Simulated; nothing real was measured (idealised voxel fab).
Name of the process module below: voxel released beams
235 nm wide, 5 nm square cells: that's cross-section cut.
The cross-sections in this document take the form of a grid made of square cells. They are written out as bands, in order from top to bottom. Each band consists of one or more rows of cells. It is stipulated that each band's entry specify, in nanometres, the height of the top of the band and then that of its bottom, followed by the materials of the band in left-to-right sequence, each together with its width in nanometres. A single material marked by the word "edge to edge" is understood to fill the band from edge to edge; the word "blank" is understood to denote empty space. Height 0 is the level under which the wafer as received is all one material. The lowest band goes on downwards, as in "0..down". The width entry "30->40" should be interpreted row by row: the top row of cells in the band takes the first number, the bottom row takes the second number, and the change between adjacent rows is uniform throughout. Where a step carries "no alteration", the cross-section came out of it unchanged, cell for cell. Closed empty spaces (no open way to the top) of 8 cells or more are what "Unvented cavities" lists, each as width x height at distance from the left edge, nm for all three. Note: text after step settings on the step line = simulator remark on that step. overlay nm: how far to the right of its planned place the mask lay on this masked step (negative: to the left).

# plan
1: RECEIVE [material Si]
2: CONFORMAL_DEP [material SiN] [thk nm 10]
3: DIRECTIONAL_DEP [material SiO2] [thk nm 15]
4: DIRECTIONAL_DEP [material aC] [thk nm 10]
5: PATTERN [tone open] [mask id ANCHOR] [material resist] [width nm 35] [thk nm 25] [overlay nm 0]
6: DIRECTIONAL_ETCH [etch materials aC] [depth nm 10]
7: STRIP [etch materials resist]
8: DIRECTIONAL_ETCH [etch materials SiO2] [depth nm 15]
9: STRIP [etch materials aC]
10: CONFORMAL_DEP [material TiN] [thk nm 10]
11: DIRECTIONAL_DEP [material aC] [thk nm 15]
12: PATTERN [tone cover] [mask id BEAM] [material resist] [width nm 90] [thk nm 30] [overlay nm -15]
13: DIRECTIONAL_ETCH [etch materials aC] [depth nm 15]
14: STRIP [etch materials resist]
15: DIRECTIONAL_ETCH [etch materials TiN] [depth nm 10]
16: STRIP [etch materials aC]
17: STRIP [etch materials SiO2]
The value of overlay nm given for step 12 in the plan refers to the first wafer; the wafers vary in this setting and are alike at the start.

# The first of several wafers in cross-section, exactly as it reached us after step 1
  0..down: Si edge to edge
  Unvented cavities: none

# Cross-sectional representation of the first of several wafers at the end of the module, i.e. after its terminal step, step 17
  35..25: 55 nm blank, 30 nm TiN, 15 nm blank, 45 nm TiN, 90 nm blank
  25..20: 75 nm blank, 10 nm TiN, 15 nm blank, 10 nm TiN, 125 nm blank
  20..10: 75 nm blank, 35 nm TiN, 125 nm blank
  10..0: SiN edge to edge
  0..down: Si edge to edge
  Unvented cavities: none

# Final wafer of several, shown in cross-section at the end of the module
  35..25: 100 nm blank, 75 nm TiN, 60 nm blank
  25..20: 75 nm blank, 10 nm TiN, 15 nm blank, 10 nm TiN, 125 nm blank
  20..10: 75 nm blank, 35 nm TiN, 125 nm blank
  10..0: SiN edge to edge
  0..down: Si edge to edge
  Unvented cavities: none

# Note: the following table is arranged by wafer, a row apiece. Each row reports the end-of-module state: per material, cells gained (+) or cells lost (-) compared with the wafer as received; closed voids follow
overlay nm -15, +94 SiN, +48 TiN, Unvented cavities: none
overlay nm -10, +94 SiN, +48 TiN, Unvented cavities: none
overlay nm -5, +94 SiN, +48 TiN, Unvented cavities: none
overlay nm 0, +94 SiN, +48 TiN, Unvented cavities: none
overlay nm 5, +94 SiN, +48 TiN, Unvented cavities: none
overlay nm 10, +94 SiN, +48 TiN, Unvented cavities: none
overlay nm 15, +94 SiN, +48 TiN, Unvented cavities: none
